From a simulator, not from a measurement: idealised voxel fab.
This section sets out a process module, namely voxel quadruple lines.
FYI the section here is cut, 175 nm wide, cells are 5 nm squares.
Square cells in a grid make up a cross-section in this document, and the grid is given as bands, listed from the top down, each one or more rows of cells. Each band's line starts with the height of the band's top and of its bottom, in nm. Then come its materials from left to right, each with its width in nm. One material with "all across" fills the band from edge to edge. "empty" is empty space. Note: height 0 marks the level under which the wafer is uniformly one material as received. Lowest band unbounded below, written "0 down". Think of "30->40" as a width that walks from the first number to the second as you go down the band, top row to bottom row, taking equal-sized steps from row to row. "same as before" -> step changed no cross-section cell. Enclosed voids (no open way to top), threshold 8 cells or more, entry "Closed cavity list", notation width x height at distance, distance from left edge, nm. Anything after a step's settings on that line? It's the simulator's own note about the step. The line of a step may include "overlay nm". On a step with a mask, this value is how far to the right of its planned place the mask lay. A negative value means the mask lay to the left.
The steps planned for the process are as follows
| 1 | op RECEIVE | material Si |
| 2 | op CONFORMAL_DEP | material SiO2 | thk nm 10 |
| 3 | op DIRECTIONAL_DEP | material TiN | thk nm 15 |
| 4 | op DIRECTIONAL_DEP | material polySi | thk nm 20 |
| 5 | op DIRECTIONAL_DEP | material aC | thk nm 25 |
| 6 | op PATTERN | tone cover | mask id MANDREL | material resist | width nm 15 | pitch nm 80 | thk nm 30 | overlay nm 0 |
| 7 | op DIRECTIONAL_ETCH | etch materials aC | depth nm 25 |
| 8 | op STRIP | etch materials resist |
| 9 | op CONFORMAL_DEP | material SiO2 | thk nm 15 |
| 10 | op DIRECTIONAL_ETCH | etch materials SiO2 | depth nm 15 |
| 11 | op STRIP | etch materials aC |
| 12 | op DIRECTIONAL_ETCH | etch materials polySi | depth nm 20 |
| 13 | op STRIP | etch materials SiO2 |
| 14 | op CONFORMAL_DEP | material SiN | thk nm 5 |
| 15 | op DIRECTIONAL_ETCH | etch materials SiN | depth nm 5 |
| 16 | op STRIP | etch materials polySi |
| 17 | op DIRECTIONAL_ETCH | etch materials TiN | depth nm 15 |
| 18 | op STRIP | etch materials SiN |
| 19 | op FILL_DEP | material lowk | thk nm 10 |
| 20 | op CMP | height nm 25 |
What sets these wafers apart? The width nm at step 6. They all start alike, and the plan carries the first wafer's value.
Sectional view: first of several wafers, as received, after step 1
	0 down = Si all across
	Closed cavity list: none
End of the module, past its last step, step 20: how the first of several wafers looks in cross-section
	25 to 10 = lowk 20 nm / TiN 5 nm / lowk 15 nm / TiN 5 nm / lowk 5 nm / TiN 5 nm / lowk 15 nm / TiN 5 nm / lowk 25 nm / TiN 5 nm / lowk 15 nm / TiN 5 nm / lowk 5 nm / TiN 5 nm / lowk 15 nm / TiN 5 nm / lowk 20 nm
	10 to 0 = SiO2 all across
	0 down = Si all across
	Closed cavity list: none
Cross-section, last wafer, module completion
	25 to 10 = lowk 10 nm / TiN 5 nm / lowk 15 nm / TiN 5 nm / lowk 30 nm / TiN 5 nm / lowk 15 nm / TiN 10 nm / lowk 15 nm / TiN 5 nm / lowk 30 nm / TiN 5 nm / lowk 15 nm / TiN 5 nm / lowk 5 nm
	10 to 0 = SiO2 all across
	0 down = Si all across
	Closed cavity list: none
Table: wafers, a row each; end-of-module cell change per material since receipt, gain (+), loss (-); then closed voids
width nm 15, +70 SiO2, +24 TiN, +81 lowk, Closed cavity list: none
width nm 20, +70 SiO2, +24 TiN, +81 lowk, Closed cavity list: none
width nm 25, +70 SiO2, +24 TiN, +81 lowk, Closed cavity list: none
width nm 30, +70 SiO2, +24 TiN, +81 lowk, Closed cavity list: none
width nm 35, +70 SiO2, +24 TiN, +81 lowk, Closed cavity list: none
width nm 40, +70 SiO2, +24 TiN, +81 lowk, Closed cavity list: none
